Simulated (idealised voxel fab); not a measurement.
process module | voxel trench capacitor
cross-section cut | 285 nm wide | cells 5 nm
A cross-section is a grid of square cells, given in bands from the top down. A band is one or more rows of cells.
Each band's line starts with the height of the band's top and of its bottom, in nm. Then come its materials from left to right, each with its width in nm. One material with "throughout" fills the band from edge to edge. "air" is empty space.
Height 0 is the level under which the wafer as received is all one material. The lowest band goes on downwards, as in "0 down".
A width such as "30 to 40" changes by the same amount from each row of cells to the next, from the band's top row to its bottom row.
"no change" after a step means that no cell of the cross-section changed.
closed voids: empty space of 8 cells or more with no open way to the top, each as width x height at its distance from the left edge, in nm
after a step's settings: what the simulator itself notes on the step
overlay nm, on a step with a mask: how far to the right of its planned place the mask lay; to the left if negative
plan
1 op RECEIVE | material Si
2 op CONFORMAL_DEP | material SiN | thk nm 10
3 op DIRECTIONAL_DEP | material aC | thk nm 10
4 op PATTERN | tone open | mask id TRENCH | material resist | width nm 25 | pitch nm 50 | thk nm 30 | overlay nm -15
5 op DIRECTIONAL_ETCH | etch materials aC | depth nm 10
6 op STRIP | etch materials resist
7 op DIRECTIONAL_ETCH | etch materials SiN | depth nm 10
8 op DIRECTIONAL_ETCH | etch materials Si | depth nm 30
9 op STRIP | etch materials aC
10 op CONFORMAL_DEP | material SiO2 | thk nm 5
11 op FILL_DEP | material polySi | thk nm 10
12 op CMP | height nm 10
varied across the wafers: overlay nm of step 4. The plan shows the first wafer's value. All wafers start alike
first wafer as received, after step 1
  0 down: Si throughout
  closed voids: none
first wafer at the end, after step 12
  10 to 0: SiN 90 | SiO2 5 | polySi 15 | SiO2 5 | SiN 25 | SiO2 5 | polySi 15 | SiO2 5 | SiN 120
  0 to -25: Si 90 | SiO2 5 | polySi 15 | SiO2 5 | Si 25 | SiO2 5 | polySi 15 | SiO2 5 | Si 120
  -25 to -30: Si 90 | SiO2 25 | Si 25 | SiO2 25 | Si 120
  -30 down: Si throughout
  closed voids: none
last wafer at the end
  10 to 0: SiN 120 | SiO2 5 | polySi 15 | SiO2 5 | SiN 25 | SiO2 5 | polySi 15 | SiO2 5 | SiN 90
  0 to -25: Si 120 | SiO2 5 | polySi 15 | SiO2 5 | Si 25 | SiO2 5 | polySi 15 | SiO2 5 | Si 90
  -25 to -30: Si 120 | SiO2 25 | Si 25 | SiO2 25 | Si 90
  -30 down: Si throughout
  closed voids: none
each wafer at the end: cells of each material gained (+) or lost (-) since it was received, then its closed voids
overlay nm -15 | -60 Si | +94 SiN | +38 SiO2 | +42 polySi | closed voids: none
overlay nm -10 | -60 Si | +94 SiN | +38 SiO2 | +42 polySi | closed voids: none
overlay nm -5 | -60 Si | +94 SiN | +38 SiO2 | +42 polySi | closed voids: none
overlay nm 0 | -60 Si | +94 SiN | +38 SiO2 | +42 polySi | closed voids: none
overlay nm 5 | -60 Si | +94 SiN | +38 SiO2 | +42 polySi | closed voids: none
overlay nm 10 | -60 Si | +94 SiN | +38 SiO2 | +42 polySi | closed voids: none
overlay nm 15 | -60 Si | +94 SiN | +38 SiO2 | +42 polySi | closed voids: none
